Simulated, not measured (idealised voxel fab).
Module name: voxel capacitor over wiring (process module)
Square cell edge 5 nm, section width 285 nm, ID cut.
How to read a cross-section here: the picture is a grid of square cells, written as bands going from the top down, and any band can span one or more rows of cells. Look at the band entry: it leads with the top's height and the bottom's height in nm. Then it lists the materials left to right, with a width in nm for each. The word "everywhere" on a single material says that material fills the band edge to edge. The word "blank" is empty space. Zero point of the height axis is 0; under it, received wafer = one material. Lowest band: continues down indefinitely, "z 0 and below". A width given as "30 to 40" starts at the first number in the band's top row and ends at the second number in its bottom row, shifting by an equal amount at every step from row to row. When a step is marked "nothing altered", none of the cells in the cross-section changed during that step. "Closed internal voids" - sealed voids, min. 8 cells, no opening to top; format: width x height at distance (distance from left edge; nm throughout). Past the settings on a step's line: simulator remark, on that step. On any step carrying a mask, the "overlay nm" setting, if present on the step's line, tells how far right of its planned place the mask lay; negative values point to the left.
Process steps (planned):
| 1 | RECEIVE with material Si |
| 2 | CONFORMAL_DEP with material SiO2, thk nm 15 |
| 3 | CONFORMAL_DEP with material SiN, thk nm 5 |
| 4 | DIRECTIONAL_DEP with material SiO2, thk nm 20 |
| 5 | MASKED_ETCH with tone open, mask id METAL_1, width nm 25, pitch nm 80, etch materials SiO2, depth nm 20, overlay nm 0 |
| 6 | MASKED_ETCH with tone open, mask id METAL_1, width nm 25, pitch nm 80, etch materials SiN, depth nm 5, overlay nm 0 |
| 7 | CONFORMAL_DEP with material TiN, thk nm 5 |
| 8 | FILL_DEP with material W, thk nm 5 |
| 9 | CMP with height nm 40 |
| 10 | CONFORMAL_DEP with material SiCN, thk nm 5 |
| 11 | DIRECTIONAL_DEP with material SiO2, thk nm 20 |
| 12 | PATTERN with tone open, mask id PLUG_1, material resist, width nm 15, thk nm 20, overlay nm 0 |
| 13 | DIRECTIONAL_ETCH with etch materials SiO2, depth nm 20 |
| 14 | DIRECTIONAL_ETCH with etch materials SiCN, depth nm 5 |
| 15 | STRIP with etch materials resist |
| 16 | CONFORMAL_DEP with material TiN, thk nm 5 |
| 17 | FILL_DEP with material Ru, thk nm 10 |
| 18 | CMP with height nm 65 |
| 19 | DIRECTIONAL_DEP with material TiN, thk nm 5 |
| 20 | DIRECTIONAL_DEP with material HfO2, thk nm 5 |
| 21 | DIRECTIONAL_DEP with material TiN, thk nm 5 |
| 22 | DIRECTIONAL_DEP with material aC, thk nm 15 |
| 23 | PATTERN with tone cover, mask id UPPER_PLATE, material resist, width nm 60, thk nm 35, overlay nm 0 |
| 24 | DIRECTIONAL_ETCH with etch materials aC, depth nm 15 |
| 25 | STRIP with etch materials resist |
| 26 | DIRECTIONAL_ETCH with etch materials TiN, depth nm 5 |
| 27 | DIRECTIONAL_ETCH with etch materials HfO2, depth nm 5 |
| 28 | STRIP with etch materials aC |
| 29 | DIRECTIONAL_DEP with material aC, thk nm 15 |
| 30 | PATTERN with tone cover, mask id LOWER_PLATE, material resist, width nm 70, thk nm 30, overlay nm 0 |
| 31 | DIRECTIONAL_ETCH with etch materials aC, depth nm 15 |
| 32 | STRIP with etch materials resist |
| 33 | DIRECTIONAL_ETCH with etch materials TiN, depth nm 5 |
| 34 | STRIP with etch materials aC |
| 35 | FILL_DEP with material SiO2, thk nm 20 |
| 36 | CMP with height nm 95 |
| 37 | PATTERN with tone open, mask id PLUG_2, material resist, width nm 15, thk nm 20, overlay nm 0 |
| 38 | DIRECTIONAL_ETCH with etch materials SiO2, depth nm 15 |
| 39 | STRIP with etch materials resist |
| 40 | CONFORMAL_DEP with material TiN, thk nm 5 |
| 41 | FILL_DEP with material Cu, thk nm 10 |
| 42 | CMP with height nm 95 |
| 43 | CONFORMAL_DEP with material SiN, thk nm 5 |
The following pertains to the first of two wafers, which was processed as planned:
Received-state cross-section, reflecting completion of step 1:
    z 0 and below: Si everywhere
    Closed internal voids: none
How the wafer stands in section after step 2:
    z 15 to 0: SiO2 everywhere
    Heights below 0 show no change.
How the wafer stands in section after step 3:
    z 20 to 15: SiN everywhere
    Heights below 15 show no change.
How the wafer stands in section after step 4:
    z 40 to 20: SiO2 everywhere
    Heights below 20 show no change.
How the wafer stands in section after step 5:
    z 40 to 20: SiO2 (90); blank (25); SiO2 (55); blank (25); SiO2 (90)
    Heights below 20 show no change.
How the wafer stands in section after step 6:
    z 40 to 20: SiO2 (90); blank (25); SiO2 (55); blank (25); SiO2 (90)
    z 20 to 15: SiN (90); blank (25); SiN (55); blank (25); SiN (90)
    Heights below 15 show no change.
How the wafer stands in section after step 7:
    z 45 to 40: TiN (95); blank (15); TiN (65); blank (15); TiN (95)
    z 40 to 20: SiO2 (90); TiN (5); blank (15); TiN (5); SiO2 (55); TiN (5); blank (15); TiN (5); SiO2 (90)
    z 20 to 15: SiN (90); TiN (25); SiN (55); TiN (25); SiN (90)
    Heights below 15 show no change.
How the wafer stands in section after step 8:
    z 50 to 45: W everywhere
    z 45 to 40: TiN (95); W (15); TiN (65); W (15); TiN (95)
    z 40 to 20: SiO2 (90); TiN (5); W (15); TiN (5); SiO2 (55); TiN (5); W (15); TiN (5); SiO2 (90)
    Heights below 20 show no change.
How the wafer stands in section after step 9:
    z 40 to 20: SiO2 (90); TiN (5); W (15); TiN (5); SiO2 (55); TiN (5); W (15); TiN (5); SiO2 (90)
    Heights below 20 show no change.
How the wafer stands in section after step 10:
    z 45 to 40: SiCN everywhere
    Heights below 40 show no change.
How the wafer stands in section after step 11:
    z 65 to 45: SiO2 everywhere
    Heights below 45 show no change.
How the wafer stands in section after step 12:
    z 85 to 65: resist (100); blank (15); resist (170)
    Heights below 65 show no change.
How the wafer stands in section after step 13:
    z 85 to 65: resist (100); blank (15); resist (170)
    z 65 to 45: SiO2 (100); blank (15); SiO2 (170)
    Heights below 45 show no change.
How the wafer stands in section after step 14:
    z 85 to 65: resist (100); blank (15); resist (170)
    z 65 to 45: SiO2 (100); blank (15); SiO2 (170)
    z 45 to 40: SiCN (100); blank (15); SiCN (170)
    Heights below 40 show no change.
How the wafer stands in section after step 15:
    z 65 to 45: SiO2 (100); blank (15); SiO2 (170)
    Heights below 45 show no change.
How the wafer stands in section after step 16:
    z 70 to 65: TiN (105); blank (5); TiN (175)
    z 65 to 45: SiO2 (100); TiN (5); blank (5); TiN (5); SiO2 (170)
    z 45 to 40: SiCN (100); TiN (15); SiCN (170)
    Heights below 40 show no change.
How the wafer stands in section after step 17:
    z 80 to 70: Ru everywhere
    z 70 to 65: TiN (105); Ru (5); TiN (175)
    z 65 to 45: SiO2 (100); TiN (5); Ru (5); TiN (5); SiO2 (170)
    Heights below 45 show no change.
How the wafer stands in section after step 18:
    z 65 to 45: SiO2 (100); TiN (5); Ru (5); TiN (5); SiO2 (170)
    Heights below 45 show no change.
How the wafer stands in section after step 19:
    z 70 to 65: TiN everywhere
    Heights below 65 show no change.
How the wafer stands in section after step 20:
    z 75 to 70: HfO2 everywhere
    Heights below 70 show no change.
How the wafer stands in section after step 21:
    z 80 to 75: TiN everywhere
    Heights below 75 show no change.
How the wafer stands in section after step 22:
    z 95 to 80: aC everywhere
    Heights below 80 show no change.
How the wafer stands in section after step 23:
    z 130 to 95: blank (100); resist (60); blank (125)
    Heights below 95 show no change.
How the wafer stands in section after step 24:
    z 115 to 95: blank (100); resist (60); blank (125)
    z 95 to 80: blank (100); aC (60); blank (125)
    Heights below 80 show no change.
How the wafer stands in section after step 25:
    z 95 to 80: blank (100); aC (60); blank (125)
    Heights below 80 show no change.
How the wafer stands in section after step 26:
    z 95 to 80: blank (100); aC (60); blank (125)
    z 80 to 75: blank (100); TiN (60); blank (125)
    Heights below 75 show no change.
How the wafer stands in section after step 27:
    z 95 to 80: blank (100); aC (60); blank (125)
    z 80 to 75: blank (100); TiN (60); blank (125)
    z 75 to 70: blank (100); HfO2 (60); blank (125)
    Heights below 70 show no change.
How the wafer stands in section after step 28:
    z 80 to 75: blank (100); TiN (60); blank (125)
    Heights below 75 show no change.
How the wafer stands in section after step 29:
    z 95 to 85: blank (100); aC (60); blank (125)
    z 85 to 80: aC everywhere
    z 80 to 75: aC (100); TiN (60); aC (125)
    z 75 to 70: aC (100); HfO2 (60); aC (125)
    Heights below 70 show no change.
How the wafer stands in section after step 30:
    z 125 to 95: blank (95); resist (70); blank (120)
    z 95 to 85: blank (95); resist (5); aC (60); resist (5); blank (120)
    Heights below 85 show no change.
How the wafer stands in section after step 31:
    z 110 to 95: blank (95); resist (70); blank (120)
    z 95 to 85: blank (95); resist (5); aC (60); resist (5); blank (120)
    z 85 to 80: blank (95); aC (70); blank (120)
    z 80 to 75: blank (95); aC (5); TiN (60); aC (5); blank (120)
    z 75 to 70: blank (95); aC (5); HfO2 (60); aC (5); blank (120)
    Heights below 70 show no change.
How the wafer stands in section after step 32:
    z 95 to 85: blank (100); aC (60); blank (125)
    Heights below 85 show no change.
How the wafer stands in section after step 33:
    z 95 to 85: blank (100); aC (60); blank (125)
    z 85 to 80: blank (95); aC (70); blank (120)
    z 80 to 75: blank (95); aC (5); TiN (60); aC (5); blank (120)
    z 75 to 70: blank (95); aC (5); HfO2 (60); aC (5); blank (120)
    z 70 to 65: blank (95); TiN (70); blank (120)
    Heights below 65 show no change.
How the wafer stands in section after step 34:
    z 80 to 75: blank (100); TiN (60); blank (125)
    z 75 to 70: blank (100); HfO2 (60); blank (125)
    Heights below 70 show no change.
How the wafer stands in section after step 35:
    z 100 to 80: SiO2 everywhere
    z 80 to 75: SiO2 (100); TiN (60); SiO2 (125)
    z 75 to 70: SiO2 (100); HfO2 (60); SiO2 (125)
    z 70 to 65: SiO2 (95); TiN (70); SiO2 (120)
    Heights below 65 show no change.
How the wafer stands in section after step 36:
    z 95 to 80: SiO2 everywhere
    Heights below 80 show no change.
How the wafer stands in section after step 37:
    z 115 to 95: resist (110); blank (15); resist (160)
    Heights below 95 show no change.
How the wafer stands in section after step 38:
    z 115 to 95: resist (110); blank (15); resist (160)
    z 95 to 80: SiO2 (110); blank (15); SiO2 (160)
    Heights below 80 show no change.
How the wafer stands in section after step 39:
    z 95 to 80: SiO2 (110); blank (15); SiO2 (160)
    Heights below 80 show no change.
How the wafer stands in section after step 40:
    z 100 to 95: TiN (115); blank (5); TiN (165)
    z 95 to 85: SiO2 (110); TiN (5); blank (5); TiN (5); SiO2 (160)
    z 85 to 75: SiO2 (110 to 100); TiN (15 to 60); SiO2 (160 to 125)
    Heights below 75 show no change.
How the wafer stands in section after step 41:
    z 110 to 100: Cu everywhere
    z 100 to 95: TiN (115); Cu (5); TiN (165)
    z 95 to 85: SiO2 (110); TiN (5); Cu (5); TiN (5); SiO2 (160)
    Heights below 85 show no change.
How the wafer stands in section after step 42:
    z 95 to 85: SiO2 (110); TiN (5); Cu (5); TiN (5); SiO2 (160)
    Heights below 85 show no change.
How the wafer stands in section after step 43:
    z 100 to 95: SiN everywhere
    Heights below 95 show no change.
Second wafer, same starting state and plan as the first, one mistake in the run, identical through step 22:
when step 23 should have ended:
    z 130 to 95: resist (100); blank (60); resist (125)
    Heights below 95 show no change.
when step 24 should have ended:
    z 115 to 95: resist (100); blank (60); resist (125)
    z 95 to 80: aC (100); blank (60); aC (125)
    Heights below 80 show no change.
when step 25 should have ended:
    z 95 to 80: aC (100); blank (60); aC (125)
    Heights below 80 show no change.
when step 26 should have ended:
    z 95 to 80: aC (100); blank (60); aC (125)
    z 80 to 75: TiN (100); blank (60); TiN (125)
    Heights below 75 show no change.
when step 27 should have ended:
    z 95 to 80: aC (100); blank (60); aC (125)
    z 80 to 75: TiN (100); blank (60); TiN (125)
    z 75 to 70: HfO2 (100); blank (60); HfO2 (125)
    Heights below 70 show no change.
when step 28 should have ended:
    z 80 to 75: TiN (100); blank (60); TiN (125)
    Heights below 75 show no change.
when step 29 should have ended:
    z 95 to 85: aC (100); blank (60); aC (125)
    z 85 to 80: aC everywhere
    z 80 to 75: TiN (100); aC (60); TiN (125)
    z 75 to 70: HfO2 (100); aC (60); HfO2 (125)
    Heights below 70 show no change.
when step 30 should have ended:
    z 125 to 95: blank (95); resist (70); blank (120)
    z 95 to 85: aC (100); resist (60); aC (125)
    Heights below 85 show no change.
when step 31 should have ended:
    z 110 to 95: blank (95); resist (70); blank (120)
    z 95 to 85: blank (95); aC (5); resist (60); aC (5); blank (120)
    z 85 to 80: blank (95); aC (70); blank (120)
    Heights below 80 show no change.
when step 32 should have ended:
    z 95 to 85: blank (95); aC (5); blank (60); aC (5); blank (120)
    Heights below 85 show no change.
when step 33 should have ended:
    z 95 to 85: blank (95); aC (5); blank (60); aC (5); blank (120)
    z 85 to 80: blank (95); aC (70); blank (120)
    z 80 to 75: blank (95); TiN (5); aC (60); TiN (5); blank (120)
    Heights below 75 show no change.
when step 34 should have ended:
    z 80 to 75: blank (95); TiN (5); blank (60); TiN (5); blank (120)
    z 75 to 70: HfO2 (100); blank (60); HfO2 (125)
    Heights below 70 show no change.
when step 35 should have ended:
    z 100 to 80: SiO2 everywhere
    z 80 to 75: SiO2 (95); TiN (5); SiO2 (60); TiN (5); SiO2 (120)
    z 75 to 70: HfO2 (100); SiO2 (60); HfO2 (125)
    Heights below 70 show no change.
when step 36 should have ended:
    z 95 to 80: SiO2 everywhere
    Heights below 80 show no change.
when step 37 should have ended:
    z 115 to 95: resist (110); blank (15); resist (160)
    Heights below 95 show no change.
when step 38 should have ended:
    z 115 to 95: resist (110); blank (15); resist (160)
    z 95 to 80: SiO2 (110); blank (15); SiO2 (160)
    Heights below 80 show no change.
when step 39 should have ended:
    z 95 to 80: SiO2 (110); blank (15); SiO2 (160)
    Heights below 80 show no change.
when step 40 should have ended:
    z 100 to 95: TiN (115); blank (5); TiN (165)
    z 95 to 85: SiO2 (110); TiN (5); blank (5); TiN (5); SiO2 (160)
    z 85 to 80: SiO2 (110); TiN (15); SiO2 (160)
    Heights below 80 show no change.
when step 41 should have ended:
    z 110 to 100: Cu everywhere
    z 100 to 95: TiN (115); Cu (5); TiN (165)
    z 95 to 85: SiO2 (110); TiN (5); Cu (5); TiN (5); SiO2 (160)
    Heights below 85 show no change.
when step 42 should have ended:
    z 95 to 85: SiO2 (110); TiN (5); Cu (5); TiN (5); SiO2 (160)
    Heights below 85 show no change.
when step 43 should have ended:
    z 100 to 95: SiN everywhere
    Heights below 95 show no change.
Deviation noted in wafer processing: step 23 off recipe, ran as PATTERN with tone open, mask id UPPER_PLATE, material resist, width nm 60, thk nm 35, overlay nm 0
Per the end-of-run cell counts, the second wafer holds more or fewer of some materials than the first: HfO2: 33 more; SiO2: 66 fewer; TiN: 33 more
